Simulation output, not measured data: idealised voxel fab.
You're looking at the process module voxel capacitor over wiring.
The width of the displayed cross-section, cut, is 245 nm; its cells are square, with a size of 5 nm.
For the purposes of this document, a cross-section shall be understood as a grid of square cells, specified as bands listed in top-to-bottom order, each band consisting of one or more rows of cells. The entry gives the band's vertical extent as a top height and a bottom height in nm, then its horizontal make-up as materials from left to right, each with a width in nm. "blank" stands for empty space; a single material marked "throughout" fills the band edge to edge. All heights in this document are referenced to 0, defined as the level beneath which the wafer, as received, consists entirely of one material. The lowest band is not bounded below; it extends indefinitely downward and is written in the form "0 down". Top row gets the first number, bottom row gets the second, and each row in between changes by the same step: that is how a band width like "30->40" works. Basically "nothing altered" means that step didn't change any cell in the cross-section. Entry "Sealed void inventory" = empty spaces >= 8 cells with no open way to the top; each as width x height at distance, distance from left edge, all nm. Text after the settings on a step's line: the simulator's own remark on that step. A step line may carry the setting "overlay nm", which, for steps involving a mask, states the distance by which the mask lay to the right of its intended position; negative values denote displacement to the left.

**Planned step list for the process**
step 1: RECEIVE [material Si]
step 2: CONFORMAL_DEP [material SiO2] [thk nm 15]
step 3: DIRECTIONAL_DEP [material TiN] [thk nm 5]
step 4: DIRECTIONAL_DEP [material Ru] [thk nm 15]
step 5: DIRECTIONAL_DEP [material aC] [thk nm 10]
step 6: PATTERN [tone cover] [mask id METAL_1] [material resist] [width nm 25] [pitch nm 85] [thk nm 30] [overlay nm 0]
step 7: DIRECTIONAL_ETCH [etch materials aC] [depth nm 10]
step 8: STRIP [etch materials resist]
step 9: DIRECTIONAL_ETCH [etch materials Ru] [depth nm 15]
step 10: DIRECTIONAL_ETCH [etch materials TiN] [depth nm 5]
step 11: STRIP [etch materials aC]
step 12: FILL_DEP [material SiO2] [thk nm 5]
step 13: CMP [height nm 35]
step 14: CONFORMAL_DEP [material SiCN] [thk nm 5]
step 15: DIRECTIONAL_DEP [material SiO2] [thk nm 20]
step 16: PATTERN [tone open] [mask id PLUG_1] [material resist] [width nm 15] [thk nm 20] [overlay nm 0]
step 17: DIRECTIONAL_ETCH [etch materials SiO2] [depth nm 20]
step 18: DIRECTIONAL_ETCH [etch materials SiCN] [depth nm 5]
step 19: STRIP [etch materials resist]
step 20: CONFORMAL_DEP [material TiN] [thk nm 5]
step 21: FILL_DEP [material Ru] [thk nm 5]
step 22: CMP [height nm 60]
step 23: DIRECTIONAL_DEP [material TiN] [thk nm 5]
step 24: DIRECTIONAL_DEP [material SiN] [thk nm 5]
step 25: DIRECTIONAL_DEP [material TiN] [thk nm 5]
step 26: PATTERN [tone cover] [mask id UPPER_PLATE] [material resist] [width nm 65] [thk nm 15] [overlay nm 0]
step 27: DIRECTIONAL_ETCH [etch materials TiN] [depth nm 5]
step 28: DIRECTIONAL_ETCH [etch materials SiN] [depth nm 5]
step 29: STRIP [etch materials resist]
step 30: MASKED_ETCH [tone cover] [mask id LOWER_PLATE] [width nm 75] [etch materials TiN] [depth nm 5] [overlay nm 0]
step 31: FILL_DEP [material SiO2] [thk nm 20]
step 32: CMP [height nm 90]
step 33: MASKED_ETCH [tone open] [mask id PLUG_2] [width nm 15] [etch materials SiO2] [depth nm 15] [overlay nm 0]
step 34: CONFORMAL_DEP [material TiN] [thk nm 5]
step 35: FILL_DEP [material Cu] [thk nm 5]
step 36: CMP [height nm 90]
step 37: CONFORMAL_DEP [material SiN] [thk nm 5]

**As-received state of the wafer in cross-section, equivalent to post-step 1**
0 down = Si throughout
Sealed void inventory: none

**The plan above was carried out on the starting structure above with one mistake, and this cross-section shows the wafer at the end of the module**
95 to 90 = SiN throughout
90 to 80 = SiO2=85 | TiN=5 | Cu=5 | TiN=5 | SiO2=145
80 to 70 = SiO2=85->75 | TiN=15->65 | SiO2=145->105
70 to 65 = SiO2=75 | SiN=65 | SiO2=105
65 to 60 = SiO2=70 | TiN=75 | SiO2=100
60 to 40 = SiO2=75 | TiN=5 | Ru=5 | TiN=5 | SiO2=155
40 to 35 = SiCN=75 | TiN=15 | SiCN=155
35 to 30 = SiO2=65 | TiN=25 | SiO2=60 | TiN=25 | SiO2=70
30 to 0 = SiO2 throughout
0 down = Si throughout
Sealed void inventory: none
Diagnosis: in the plan, step 2 was performed twice
